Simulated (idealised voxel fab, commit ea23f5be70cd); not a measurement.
A process module follows: voxel self aligned vias.
The width of the displayed cross-section, cut, is 210 nm; its cells are square, with a size of 5 nm.
We lay out every cross-section as a grid of square cells and spell it out in bands from the top down, where one band means one or more rows of cells.
Within each band entry, the heights of the top and of the bottom of the band appear first, in that order and in nm; the materials of the band then follow from left to right, each with its corresponding width in nm. The designation "edge to edge" on a single material indicates that it fills the band from edge to edge; the designation "air" indicates empty space.
All heights in this document are referenced to 0, defined as the level beneath which the wafer, as received, consists entirely of one material. The lowest band is not bounded below; it extends indefinitely downward and is written in the form "0 nm and below".
Width "30->40": first value at the band's top row of cells, second value at its bottom row, equal change from row to row.
"no change occurred", as given for a step, is the statement that not any cell of the cross-section underwent a change during that step.
This entry, "Enclosed void listing", enumerates those empty regions of no fewer than 8 cells that possess no open connection to the top. Each region is reported in the form width x height at distance, the distance being taken from the left edge, with all three quantities expressed in nm.
The remark found on a step's line after its settings is issued by the simulator itself and pertains to that step.
overlay nm, on a step with a mask: how far to the right of its planned place the mask lay; to the left if negative

### The process steps that were planned are listed below
1,op RECEIVE | material Si
2,op CONFORMAL_DEP | material SiO2 | thk nm 15
3,op CONFORMAL_DEP | material SiCN | thk nm 5
4,op DIRECTIONAL_DEP | material SiO2 | thk nm 20
5,op PATTERN | tone open | mask id LINES | material resist | width nm 30 | pitch nm 80 | thk nm 15 | overlay nm 0
6,op DIRECTIONAL_ETCH | etch materials SiO2 | depth nm 20
7,op STRIP | etch materials resist
8,op CONFORMAL_DEP | material TiN | thk nm 5
9,op FILL_DEP | material Ru | thk nm 5
10,op CMP | height nm 40
11,op SELECTIVE_ETCH | etch materials W Ru TiN | depth nm 5
12,op FILL_DEP | material SiN | thk nm 10
13,op CMP | height nm 40
14,op DIRECTIONAL_DEP | material SiO2 | thk nm 15
15,op MASKED_ETCH | tone open | mask id VIAS | width nm 50 | pitch nm 80 | etch materials SiO2 | depth nm 15 | overlay nm 0
16,op MASKED_ETCH | tone open | mask id VIAS | width nm 50 | pitch nm 80 | etch materials SiN | depth nm 5 | overlay nm 0
17,op CONFORMAL_DEP | material TiN | thk nm 5
18,op FILL_DEP | material Cu | thk nm 5
19,op CMP | height nm 55
20,op CONFORMAL_DEP | material SiCN | thk nm 5

### Cross-section of the incoming wafer, state after step 1
> 0 nm and below | Si edge to edge
> Enclosed void listing: none

### Wafer cross-section at module end: first of two, run to plan
> 60 nm to 55 nm | SiCN edge to edge
> 55 nm to 45 nm | 40 SiO2, then 5 TiN, then 40 Cu, then 5 TiN, then 30 SiO2, then 5 TiN, then 40 Cu, then 5 TiN, then 40 SiO2
> 45 nm to 40 nm | 40 SiO2, then 15 TiN, then 20 Cu, then 15 TiN, then 30 SiO2, then 15 TiN, then 20 Cu, then 15 TiN, then 40 SiO2
> 40 nm to 35 nm | 50 SiO2, then 30 TiN, then 50 SiO2, then 30 TiN, then 50 SiO2
> 35 nm to 25 nm | 50 SiO2, then 5 TiN, then 20 Ru, then 5 TiN, then 50 SiO2, then 5 TiN, then 20 Ru, then 5 TiN, then 50 SiO2
> 25 nm to 20 nm | 50 SiO2, then 30 TiN, then 50 SiO2, then 30 TiN, then 50 SiO2
> 20 nm to 15 nm | SiCN edge to edge
> 15 nm to 0 nm | SiO2 edge to edge
> 0 nm and below | Si edge to edge
> Enclosed void listing: none

### This is the second of the two wafers, cross-sectioned at the end of the module; it started exactly like the first and was given the same plan, but it was run with one mistake
> 60 nm to 55 nm | SiCN edge to edge
> 55 nm to 45 nm | 40 SiO2, then 5 TiN, then 40 Cu, then 5 TiN, then 30 SiO2, then 5 TiN, then 40 Cu, then 5 TiN, then 40 SiO2
> 45 nm to 40 nm | 40 SiO2, then 15 TiN, then 20 Cu, then 15 TiN, then 30 SiO2, then 15 TiN, then 20 Cu, then 15 TiN, then 40 SiO2
> 40 nm to 35 nm | 50 SiO2, then 30 TiN, then 50 SiO2, then 30 TiN, then 50 SiO2
> 35 nm to 25 nm | 50 SiO2, then 5 TiN, then 20 Ru, then 5 TiN, then 50 SiO2, then 5 TiN, then 20 Ru, then 5 TiN, then 50 SiO2
> 25 nm to 20 nm | 50 SiO2, then 30 TiN, then 50 SiO2, then 30 TiN, then 50 SiO2
> 20 nm to 5 nm | SiO2 edge to edge
> 5 nm to 0 nm | SiCN edge to edge
> 0 nm and below | Si edge to edge
> Enclosed void listing: none
Which mistake was made when the wafer was run? ran 2 and 3 in swapped order versus the plan
at the end the second wafer has, in cells: as many of each material as the first, in other places
